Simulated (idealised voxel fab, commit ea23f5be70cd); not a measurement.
The process module presented herein is designated voxel wiring stack.
In the cross-section labelled cut, the width is 140 nm and each square cell is 5 nm.
A cross-section in this document is a grid of square cells, and it is written down as bands, the top band listed before the ones below it; a band is made up of one or more rows of cells. Within each band entry, the heights of the top and of the bottom of the band appear first, in that order and in nm; the materials of the band then follow from left to right, each with its corresponding width in nm. The designation "edge to edge" on a single material indicates that it fills the band from edge to edge; the designation "empty" indicates empty space. Height 0 is the level under which the wafer as received is all one material. The lowest band goes on downwards, as in "0 and below". Width: "30->40" (first number = top row, second number = bottom row, same change from row to row of cells). What does "no modifications" mean for a step? It means no cell of the cross-section changed in that step. You'll see "Entrapped void list" listing empty spaces that have no way open to the top, as long as they're 8 cells or more; the notation is width x height at distance, where the distance is from the left edge, and all of it is in nm. Where a step's line continues beyond its settings, the continuation is a remark by the simulator itself on that step. overlay nm: for a step with a mask, the amount by which the mask lay right of where it was planned; a negative amount means left of it.
# The following list gives the planned process steps
- 1: RECEIVE (material Si)
- 2: CONFORMAL_DEP (material SiO2; thk nm 15)
- 3: DIRECTIONAL_DEP (material TiN; thk nm 5)
- 4: DIRECTIONAL_DEP (material W; thk nm 15)
- 5: PATTERN (tone cover; mask id METAL_1; material resist; width nm 20; pitch nm 40; thk nm 20; overlay nm 0)
- 6: DIRECTIONAL_ETCH (etch materials W; depth nm 15)
- 7: DIRECTIONAL_ETCH (etch materials TiN; depth nm 5)
- 8: STRIP (etch materials resist)
- 9: FILL_DEP (material SiO2; thk nm 5)
- 10: CMP (height nm 35)
- 11: CONFORMAL_DEP (material SiCN; thk nm 5)
- 12: DIRECTIONAL_DEP (material lowk; thk nm 35)
- 13: MASKED_ETCH (tone open; mask id METAL_2_HOLES; width nm 15; pitch nm 40; etch materials lowk; depth nm 35; overlay nm 0)
- 14: PATTERN (tone open; mask id METAL_2; material resist; width nm 20; pitch nm 40; thk nm 15; overlay nm 0)
- 15: DIRECTIONAL_ETCH (etch materials lowk; depth nm 20)
- 16: DIRECTIONAL_ETCH (etch materials SiCN; depth nm 5)
- 17: STRIP (etch materials resist)
- 18: CONFORMAL_DEP (material TiN; thk nm 5)
- 19: FILL_DEP (material Ru; thk nm 5)
- 20: CMP (height nm 75)
- 21: CONFORMAL_DEP (material SiN; thk nm 5)
# Wafer cross-section on receipt, i.e. after step 1
* 0 and below = Si edge to edge
* Entrapped void list: none
# This is how the wafer looks in cross-section once the module is done, given the starting state and plan above and one mistake in carrying the plan out
* 80 down to 75 = SiN edge to edge
* 75 down to 60 = 20 lowk | 5 TiN | 10 Ru | 5 TiN | 20 lowk | 5 TiN | 10 Ru | 5 TiN | 20 lowk | 5 TiN | 10 Ru | 5 TiN | 20 lowk
* 60 down to 55 = 20 lowk | 5 TiN | 5 Ru | 10 TiN | 20 lowk | 5 TiN | 5 Ru | 10 TiN | 20 lowk | 5 TiN | 5 Ru | 10 TiN | 20 lowk
* 55 down to 40 = 20 lowk | 5 TiN | 5 Ru | 5 TiN | 25 lowk | 5 TiN | 5 Ru | 5 TiN | 25 lowk | 5 TiN | 5 Ru | 5 TiN | 25 lowk
* 40 down to 35 = 20 SiCN | 15 TiN | 25 SiCN | 15 TiN | 25 SiCN | 15 TiN | 25 SiCN
* 35 down to 20 = 20 W | 20 SiO2 | 20 W | 20 SiO2 | 20 W | 20 SiO2 | 20 W
* 20 down to 15 = 20 TiN | 20 SiO2 | 20 TiN | 20 SiO2 | 20 TiN | 20 SiO2 | 20 TiN
* 15 down to 0 = SiO2 edge to edge
* 0 and below = Si edge to edge
* Entrapped void list: none
Misprocessing identified: it should be noted that step 5 was executed with settings other than those planned, the operation and settings actually applied being PATTERN (tone open; mask id METAL_1; material resist; width nm 20; pitch nm 40; thk nm 20; overlay nm 0)
